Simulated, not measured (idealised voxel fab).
process module | voxel self aligned contacts
cross-section cut | 270 nm wide | cells 5 nm
A cross-section is a grid of square cells, given in bands from the top down. A band is one or more rows of cells.
Each band's line starts with the height of the band's top and of its bottom, in nm. Then come its materials from left to right, each with its width in nm. One material with "throughout" fills the band from edge to edge. "air" is empty space.
Height 0 is the level under which the wafer as received is all one material. The lowest band goes on downwards, as in "0 down".
A width such as "30 to 40" changes by the same amount from each row of cells to the next, from the band's top row to its bottom row.
"no change" after a step means that no cell of the cross-section changed.
closed voids: empty space of 8 cells or more with no open way to the top, each as width x height at its distance from the left edge, in nm
after a step's settings: what the simulator itself notes on the step
overlay nm, on a step with a mask: how far to the right of its planned place the mask lay; to the left if negative
plan
1 op RECEIVE | material Si
2 op OXIDIZE | depth nm 5
3 op DIRECTIONAL_DEP | material polySi | thk nm 30
4 op DIRECTIONAL_DEP | material SiN | thk nm 15
5 op MASKED_ETCH | tone cover | mask id GATE | width nm 25 | pitch nm 55 | etch materials SiN | depth nm 15 | overlay nm 0
6 op MASKED_ETCH | tone cover | mask id GATE | width nm 25 | pitch nm 55 | etch materials polySi | depth nm 30 | overlay nm 0
7 op CONFORMAL_DEP | material SiN | thk nm 5
8 op DIRECTIONAL_ETCH | etch materials SiN | depth nm 5
9 op FILL_DEP | material SiO2 | thk nm 10
10 op CMP | height nm 50
11 op MASKED_ETCH | tone open | mask id CONTACT | width nm 40 | pitch nm 55 | etch materials SiO2 | depth nm 55 | overlay nm 0
12 op CONFORMAL_DEP | material TiN | thk nm 5
13 op FILL_DEP | material Ru | thk nm 10
14 op CMP | height nm 50
15 op CONFORMAL_DEP | material SiCN | thk nm 5
varied across the wafers: depth nm of step 2. The plan shows the first wafer's value. All wafers start alike
first wafer as received, after step 1
  0 down: Si throughout
  closed voids: none
first wafer at the end, after step 15
  55 to 50: SiCN throughout
  50 to 45: SiO2 85 | TiN 15 | Ru 10 | TiN 15 | SiO2 15 | TiN 15 | Ru 10 | TiN 15 | SiO2 90
  45 to 30: SiO2 60 | SiN 35 | TiN 5 | Ru 10 | TiN 5 | SiN 35 | TiN 5 | Ru 10 | TiN 5 | SiN 35 | SiO2 65
  30 to 0: SiO2 60 | SiN 5 | polySi 25 | SiN 5 | TiN 5 | Ru 10 | TiN 5 | SiN 5 | polySi 25 | SiN 5 | TiN 5 | Ru 10 | TiN 5 | SiN 5 | polySi 25 | SiN 5 | SiO2 65
  0 to -5: SiO2 95 | TiN 20 | SiO2 35 | TiN 20 | SiO2 100
  -5 down: Si throughout
  closed voids: none
last wafer at the end
  55 to 50: SiCN throughout
  50 to 45: SiO2 85 | TiN 15 | Ru 10 | TiN 15 | SiO2 15 | TiN 15 | Ru 10 | TiN 15 | SiO2 90
  45 to 30: SiO2 60 | SiN 35 | TiN 5 | Ru 10 | TiN 5 | SiN 35 | TiN 5 | Ru 10 | TiN 5 | SiN 35 | SiO2 65
  30 to 0: SiO2 60 | SiN 5 | polySi 25 | SiN 5 | TiN 5 | Ru 10 | TiN 5 | SiN 5 | polySi 25 | SiN 5 | TiN 5 | Ru 10 | TiN 5 | SiN 5 | polySi 25 | SiN 5 | SiO2 65
  0 to -5: SiO2 95 | TiN 20 | SiO2 35 | TiN 20 | SiO2 100
  -5 to -20: SiO2 throughout
  -20 down: Si throughout
  closed voids: none
each wafer at the end: cells of each material gained (+) or lost (-) since it was received, then its closed voids
depth nm 5 | +40 Ru | -54 Si | +54 SiCN | +99 SiN | +309 SiO2 | +56 TiN | +90 polySi | closed voids: none
depth nm 10 | +40 Ru | -108 Si | +54 SiCN | +99 SiN | +363 SiO2 | +56 TiN | +90 polySi | closed voids: none
depth nm 15 | +40 Ru | -162 Si | +54 SiCN | +99 SiN | +417 SiO2 | +56 TiN | +90 polySi | closed voids: none
depth nm 20 | +40 Ru | -216 Si | +54 SiCN | +99 SiN | +471 SiO2 | +56 TiN | +90 polySi | closed voids: none
